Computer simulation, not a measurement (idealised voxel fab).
Module name: voxel self aligned vias (process module)
Cross-section cut: width 225 nm, square cells of 5 nm.
Cross-sections here: square-cell grids, written as top-down lists of bands, a band being one or more rows of cells.
Look at the band entry: it leads with the top's height and the bottom's height in nm. Then it lists the materials left to right, with a width in nm for each. The word "all across" on a single material says that material fills the band edge to edge. The word "empty" is empty space.
Below 0: as-received wafer, all one material; heights counted from there. Lowest band: no bottom, goes on down, written "top 0, no bottom".
A two-number width, for instance "30 to 40", indicates that the width is equal to the first number in the top row of the band and to the second number in the bottom row, and that it changes by a constant amount per row of cells.
You'll sometimes find "no change" written for a step, and that's the way of saying that nowhere in the cross-section did a cell change during that step.
Reported under the label "Sealed void inventory" are the empty spaces having no open way to the top and comprising 8 cells or more; the notation for each is width x height at distance, in which the distance is measured from the left edge and all three values are in nm.
Whatever follows a step's settings on its line is a remark the simulator itself makes about that step.
A step's line can hold "overlay nm"; with a mask on that step, the setting says how far right of the planned place the mask lay, while a negative setting says it lay to the left.
THE PLANNED PROCESS STEPS ARE ENUMERATED HEREUNDER
1) RECEIVE: material Si
2) CONFORMAL_DEP: material SiO2, thk nm 10
3) CONFORMAL_DEP: material SiCN, thk nm 5
4) DIRECTIONAL_DEP: material SiO2, thk nm 20
5) PATTERN: tone open, mask id LINES, material resist, width nm 30, pitch nm 65, thk nm 15, overlay nm 0
6) DIRECTIONAL_ETCH: etch materials SiO2, depth nm 20
7) STRIP: etch materials resist
8) CONFORMAL_DEP: material TiN, thk nm 5
9) FILL_DEP: material Ru, thk nm 10
10) CMP: height nm 35
11) SELECTIVE_ETCH: etch materials W Ru TiN, depth nm 5
12) FILL_DEP: material SiN, thk nm 5
13) CMP: height nm 35
14) DIRECTIONAL_DEP: material SiO2, thk nm 15
15) PATTERN: tone open, mask id VIAS, material resist, width nm 40, pitch nm 65, thk nm 15, overlay nm 0
16) DIRECTIONAL_ETCH: etch materials SiO2, depth nm 15
17) DIRECTIONAL_ETCH: etch materials SiN, depth nm 5
18) STRIP: etch materials resist
19) CONFORMAL_DEP: material TiN, thk nm 5
20) FILL_DEP: material Cu, thk nm 5
21) CMP: height nm 50
22) CONFORMAL_DEP: material SiCN, thk nm 5
AS-RECEIVED STATE OF THE WAFER IN CROSS-SECTION, EQUIVALENT TO POST-STEP 1
* top 0, no bottom  Si all across
* Sealed void inventory: none
MODULE COMPLETE, CROSS-SECTION. STARTING POINT AND PLAN PER ABOVE. ONE MISTAKE MADE IN RUNNING THE MODULE
* top 55, bottom 50  SiCN all across
* top 50, bottom 40  SiO2 25 nm / TiN 5 nm / Cu 30 nm / TiN 5 nm / SiO2 25 nm / TiN 5 nm / Cu 30 nm / TiN 5 nm / SiO2 25 nm / TiN 5 nm / Cu 30 nm / TiN 5 nm / SiO2 30 nm
* top 40, bottom 35  SiO2 25 nm / TiN 40 nm / SiO2 25 nm / TiN 40 nm / SiO2 25 nm / TiN 40 nm / SiO2 30 nm
* top 35, bottom 30  SiCN all across
* top 30, bottom 0  SiO2 all across
* top 0, no bottom  Si all across
* Sealed void inventory: none
It is concluded that the wafer was processed incorrectly with respect to the plan, in that swap of plan steps 3 and 4 during execution
